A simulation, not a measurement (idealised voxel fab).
Name of the process module below: voxel self aligned contacts
It is cross-section cut that appears here, measuring 205 nm in width, its square cells being 5 nm in size.
A cross-section is written here as square cells arranged in a grid, and it is given in bands from the top down, each band taking up one or more rows of cells.
It is stipulated that each band's entry specify, in nanometres, the height of the top of the band and then that of its bottom, followed by the materials of the band in left-to-right sequence, each together with its width in nanometres. A single material marked by the word "throughout" is understood to fill the band from edge to edge; the word "empty" is understood to denote empty space.
Beneath 0, the wafer as received is one material, and that level is where height counting begins. The lowest band goes on downward without a bottom; it is written like "top 0, no bottom".
You'd read "30 to 40" like this: the band's top row of cells is as wide as the first number, its bottom row is as wide as the second, and going down, every row changes width by the same amount as the row before did.
"no alterations made" after a step means that no cell of the cross-section changed.
Under "Sealed-off cavities" you'll find the enclosed gaps, the ones with no way out to the top, that are 8 cells or bigger; each reads width x height at distance, with distance counted from the left edge, everything in nm.
Read whatever lies past the settings on a step's line as the simulator's own remark about the step.
The "overlay nm" setting may appear on a step's line; for a step that uses a mask, it gives how far to the right of its planned position the mask lay, and a negative value indicates the left.
## Intended process steps
1) op RECEIVE | material Si
2) op OXIDIZE | depth nm 5
3) op DIRECTIONAL_DEP | material polySi | thk nm 30
4) op DIRECTIONAL_DEP | material SiN | thk nm 20
5) op MASKED_ETCH | tone cover | mask id GATE | width nm 25 | pitch nm 50 | etch materials SiN | depth nm 20 | overlay nm 0
6) op MASKED_ETCH | tone cover | mask id GATE | width nm 25 | pitch nm 50 | etch materials polySi | depth nm 30 | overlay nm 0
7) op CONFORMAL_DEP | material SiN | thk nm 5
8) op DIRECTIONAL_ETCH | etch materials SiN | depth nm 5
9) op FILL_DEP | material SiO2 | thk nm 10
10) op CMP | height nm 55
11) op DIRECTIONAL_DEP | material aC | thk nm 10
12) op PATTERN | tone open | mask id CONTACT | material resist | width nm 35 | thk nm 25 | overlay nm 0
13) op DIRECTIONAL_ETCH | etch materials aC | depth nm 10
14) op STRIP | etch materials resist
15) op DIRECTIONAL_ETCH | etch materials SiO2 | depth nm 60
16) op STRIP | etch materials aC
17) op CONFORMAL_DEP | material TiN | thk nm 5
18) op FILL_DEP | material W | thk nm 10
19) op CMP | height nm 55
20) op CONFORMAL_DEP | material SiCN | thk nm 5
## As received (post step 1): cross-section
  top 0, no bottom = Si throughout
  Sealed-off cavities: none
## Sectioned view, first of two wafers, at the close of the module, processed as intended in the plan
  top 60, bottom 55 = SiCN throughout
  top 55, bottom 50 = SiO2: 85 | TiN: 15 | W: 5 | TiN: 15 | SiO2: 85
  top 50, bottom 30 = SiO2: 60 | SiN: 35 | TiN: 5 | W: 5 | TiN: 5 | SiN: 35 | SiO2: 60
  top 30, bottom 0 = SiO2: 60 | SiN: 5 | polySi: 25 | SiN: 5 | TiN: 5 | W: 5 | TiN: 5 | SiN: 5 | polySi: 25 | SiN: 5 | SiO2: 60
  top 0, bottom -5 = SiO2: 95 | TiN: 15 | SiO2: 95
  top -5, no bottom = Si throughout
  Sealed-off cavities: none
## Presented here is a cross-section of the second of the two wafers as it stood at the end of the module. It was started in the same manner and assigned the same plan as the first wafer; however, one mistake was made in its execution
  top 60, bottom 55 = SiCN throughout
  top 55, bottom 50 = SiO2: 85 | TiN: 15 | W: 5 | TiN: 15 | SiO2: 85
  top 50, bottom 30 = SiO2: 60 | SiN: 35 | TiN: 5 | W: 5 | TiN: 5 | SiN: 35 | SiO2: 60
  top 30, bottom 25 = SiO2: 95 | TiN: 15 | SiO2: 95
  top 25, bottom 0 = polySi throughout
  top 0, no bottom = Si throughout
  Sealed-off cavities: none
So what did we get wrong on this run? the run placed steps 2 and 3 each in the position the plan gave to the other
FYI, end of process, the second wafer has more or fewer cells of some materials than the first: Si: 41 more, SiN: 24 fewer, SiO2: 144 fewer, TiN: 12 fewer, W: 6 fewer, polySi: 145 more
